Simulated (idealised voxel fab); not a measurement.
You're looking at the process module voxel self aligned contacts.
Pictured: cross-section cut, 260 nm wide, on a grid of 5 nm square cells.
A cross-section is a grid of square cells, given in bands from the top down. A band is one or more rows of cells.
Basically the band line says how high the top is and how high the bottom is, in nm, and then what's in it from left to right, every material with its width in nm. Empty space shows up as "empty", and if a single material carries "throughout" it runs the full band edge to edge.
Heights from 0 (as-received wafer is one material below). Bottom band endless downward, as "0 -> down".
It should be noted that a width expressed as "30 to 40" varies in equal increments from row to row of cells within the band, taking the value of the first number at the top row and that of the second number at the bottom row.
Any step labelled "all unchanged" changed none of the cells in the cross-section.
Entry "Sealed void inventory" = empty spaces >= 8 cells with no open way to the top; each as width x height at distance, distance from left edge, all nm.
Step line, after settings: the simulator's comment on this step.
"overlay nm" denotes, for a step that has a mask, the displacement of the mask to the right of its planned place, with negative values corresponding to the left.

# Process steps (planned)
1,RECEIVE, material Si
2,CONFORMAL_DEP, material SiO2, thk nm 5
3,DIRECTIONAL_DEP, material polySi, thk nm 30
4,DIRECTIONAL_DEP, material SiN, thk nm 20
5,DIRECTIONAL_DEP, material aC, thk nm 15
6,PATTERN, tone cover, mask id GATE, material resist, width nm 25, pitch nm 55, thk nm 35, overlay nm 0
7,DIRECTIONAL_ETCH, etch materials aC, depth nm 15
8,STRIP, etch materials resist
9,DIRECTIONAL_ETCH, etch materials SiN, depth nm 20
10,DIRECTIONAL_ETCH, etch materials polySi, depth nm 30
11,STRIP, etch materials aC
12,CONFORMAL_DEP, material SiN, thk nm 5
13,DIRECTIONAL_ETCH, etch materials SiN, depth nm 5
14,FILL_DEP, material SiO2, thk nm 20
15,CMP, height nm 55
16,DIRECTIONAL_DEP, material aC, thk nm 10
17,PATTERN, tone open, mask id CONTACT, material resist, width nm 40, thk nm 25, overlay nm 0
18,DIRECTIONAL_ETCH, etch materials aC, depth nm 10
19,STRIP, etch materials resist
20,DIRECTIONAL_ETCH, etch materials SiO2, depth nm 65
21,STRIP, etch materials aC
22,CONFORMAL_DEP, material TiN, thk nm 5
23,FILL_DEP, material W, thk nm 5
24,CMP, height nm 65
25,CONFORMAL_DEP, material SiCN, thk nm 5
Keep in mind the plan's value for the height nm of step 15 comes from the first wafer; the wafers don't share that setting, but they do share the same starting point.

# Received wafers, first of several: cross-section after step 1
	0 -> down: Si throughout
	Sealed void inventory: none

# Take any row and you have a wafer at the end of the module: how many cells of each material it has gained (+) or lost (-) since it was received, and then its closed voids
height nm 55 | +52 SiCN | +80 SiN | +388 SiO2 | +74 TiN | +74 W | +60 polySi | Sealed void inventory: none
height nm 60 | +52 SiCN | +80 SiN | +432 SiO2 | +76 TiN | +28 W | +60 polySi | Sealed void inventory: none
height nm 65 | +52 SiCN | +80 SiN | +476 SiO2 | +32 TiN | +28 W | +60 polySi | Sealed void inventory: none
height nm 70 | +52 SiCN | +80 SiN | +480 SiO2 | +30 TiN | +26 W | +60 polySi | Sealed void inventory: none
height nm 75 | +52 SiCN | +80 SiN | +484 SiO2 | +28 TiN | +24 W | +60 polySi | Sealed void inventory: none
